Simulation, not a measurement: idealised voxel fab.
The document below concerns the process module designated voxel fin reveal.
FYI the section here is cut, 175 nm wide, cells are 5 nm squares.
A cross-section is written here as square cells arranged in a grid, and it is given in bands from the top down, each band taking up one or more rows of cells. Band: top height; bottom height; in nm. Then, left to right: material with width in nm, for each material. "everywhere": a single material spanning edge to edge. "empty": empty space. A quick word on heights: they are counted from 0, and under that level the wafer as it came to us is one material throughout. The lowest band is different from the rest in having no bottom; it simply continues downward, written as in "top 0, no bottom". So if you see something like "30 to 40" for the width, read it as the top row of the band sitting at the first number and the bottom row at the second, with every row in between moving by the same amount as the last. It should be understood that the words "nothing changed", when stated for a given step, signify that the cross-section underwent no change in any of its cells during that step. The label "Closed void table" introduces a list of the empty spaces, 8 cells or larger, that have no open way up to the top; each entry in it reads width x height at distance, where the distance is taken from the left edge and all three are stated in nm. Whatever follows a step's settings on its line is a remark the simulator itself makes about that step. overlay nm, on a step with a mask: how far to the right of its planned place the mask lay; to the left if negative.

### Process steps (planned)
1,RECEIVE: material Si
2,CONFORMAL_DEP: material SiN, thk nm 10
3,DIRECTIONAL_DEP: material aC, thk nm 10
4,PATTERN: tone cover, mask id FINS, material resist, width nm 15, pitch nm 45, thk nm 25, overlay nm 0
5,DIRECTIONAL_ETCH: etch materials aC, depth nm 10
6,STRIP: etch materials resist
7,DIRECTIONAL_ETCH: etch materials SiN, depth nm 10
8,DIRECTIONAL_ETCH: etch materials Si, depth nm 35
9,STRIP: etch materials aC
10,FILL_DEP: material SiO2, thk nm 15
11,CMP: height nm 10
12,SELECTIVE_ETCH: etch materials SiO2, depth nm 35
13,STRIP: etch materials SiN

### Run as planned: first of two wafers

### Step 1 complete: cross-section of the wafer as received
* top 0, no bottom  Si everywhere
* Closed void table: none

### Wafer xsec, post step 2
* top 10, bottom 0  SiN everywhere
* Rest of section, below 0: as before.

### Wafer xsec, post step 3
* top 20, bottom 10  aC everywhere
* Rest of section, below 10: as before.

### Wafer xsec, post step 4
* top 45, bottom 20  empty (35), then resist (15), then empty (30), then resist (15), then empty (30), then resist (15), then empty (35)
* Rest of section, below 20: as before.

### Wafer xsec, post step 5
* top 35, bottom 20  empty (35), then resist (15), then empty (30), then resist (15), then empty (30), then resist (15), then empty (35)
* top 20, bottom 10  empty (35), then aC (15), then empty (30), then aC (15), then empty (30), then aC (15), then empty (35)
* Rest of section, below 10: as before.

### Wafer xsec, post step 6
* top 20, bottom 10  empty (35), then aC (15), then empty (30), then aC (15), then empty (30), then aC (15), then empty (35)
* Rest of section, below 10: as before.

### Wafer xsec, post step 7
* top 20, bottom 10  empty (35), then aC (15), then empty (30), then aC (15), then empty (30), then aC (15), then empty (35)
* top 10, bottom 0  empty (35), then SiN (15), then empty (30), then SiN (15), then empty (30), then SiN (15), then empty (35)
* Rest of section, below 0: as before.

### Wafer xsec, post step 8
* top 20, bottom 10  empty (35), then aC (15), then empty (30), then aC (15), then empty (30), then aC (15), then empty (35)
* top 10, bottom 0  empty (35), then SiN (15), then empty (30), then SiN (15), then empty (30), then SiN (15), then empty (35)
* top 0, bottom -35  empty (35), then Si (15), then empty (30), then Si (15), then empty (30), then Si (15), then empty (35)
* Rest of section, below -35: as before.

### Wafer xsec, post step 9
* top 10, bottom 0  empty (35), then SiN (15), then empty (30), then SiN (15), then empty (30), then SiN (15), then empty (35)
* Rest of section, below 0: as before.

### Wafer xsec, post step 10
* top 25, bottom 10  SiO2 everywhere
* top 10, bottom 0  SiO2 (35), then SiN (15), then SiO2 (30), then SiN (15), then SiO2 (30), then SiN (15), then SiO2 (35)
* top 0, bottom -35  SiO2 (35), then Si (15), then SiO2 (30), then Si (15), then SiO2 (30), then Si (15), then SiO2 (35)
* Rest of section, below -35: as before.

### Wafer xsec, post step 11
* top 10, bottom 0  SiO2 (35), then SiN (15), then SiO2 (30), then SiN (15), then SiO2 (30), then SiN (15), then SiO2 (35)
* Rest of section, below 0: as before.

### Wafer xsec, post step 12
* top 10, bottom 0  empty (35), then SiN (15), then empty (30), then SiN (15), then empty (30), then SiN (15), then empty (35)
* top 0, bottom -25  empty (35), then Si (15), then empty (30), then Si (15), then empty (30), then Si (15), then empty (35)
* Rest of section, below -25: as before.

### Wafer xsec, post step 13
* top 0, bottom -25  empty (35), then Si (15), then empty (30), then Si (15), then empty (30), then Si (15), then empty (35)
* Rest of section, below -25: as before.

### For the second wafer, take the first wafer's start and plan, then add one mistake made in running it; everything through step 8, that step included, is shared with the first

### Cross-section of the second wafer when, according to plan, step 9 should have finished
* top 35, bottom 20  SiO2 everywhere
* top 20, bottom 10  SiO2 (35), then aC (15), then SiO2 (30), then aC (15), then SiO2 (30), then aC (15), then SiO2 (35)
* top 10, bottom 0  SiO2 (35), then SiN (15), then SiO2 (30), then SiN (15), then SiO2 (30), then SiN (15), then SiO2 (35)
* top 0, bottom -35  SiO2 (35), then Si (15), then SiO2 (30), then Si (15), then SiO2 (30), then Si (15), then SiO2 (35)
* Rest of section, below -35: as before.

Cross-section of the second wafer when, according to plan, step 10 should have finished: nothing changed

### Cross-section of the second wafer when, according to plan, step 11 should have finished
* top 10, bottom 0  SiO2 (35), then SiN (15), then SiO2 (30), then SiN (15), then SiO2 (30), then SiN (15), then SiO2 (35)
* Rest of section, below 0: as before.

### Cross-section of the second wafer when, according to plan, step 12 should have finished
* top 10, bottom 0  empty (35), then SiN (15), then empty (30), then SiN (15), then empty (30), then SiN (15), then empty (35)
* top 0, bottom -25  empty (35), then Si (15), then empty (30), then Si (15), then empty (30), then Si (15), then empty (35)
* Rest of section, below -25: as before.

### Cross-section of the second wafer when, according to plan, step 13 should have finished
* top 0, bottom -25  empty (35), then Si (15), then empty (30), then Si (15), then empty (30), then Si (15), then empty (35)
* Rest of section, below -25: as before.
Nonconformance to the process plan: it was found that steps 9 and 10 of the process plan had been performed in exchanged positions
If you compare the two wafers at the end, their cross-sections are the same, so as far as this model is concerned the mistake changes nothing.
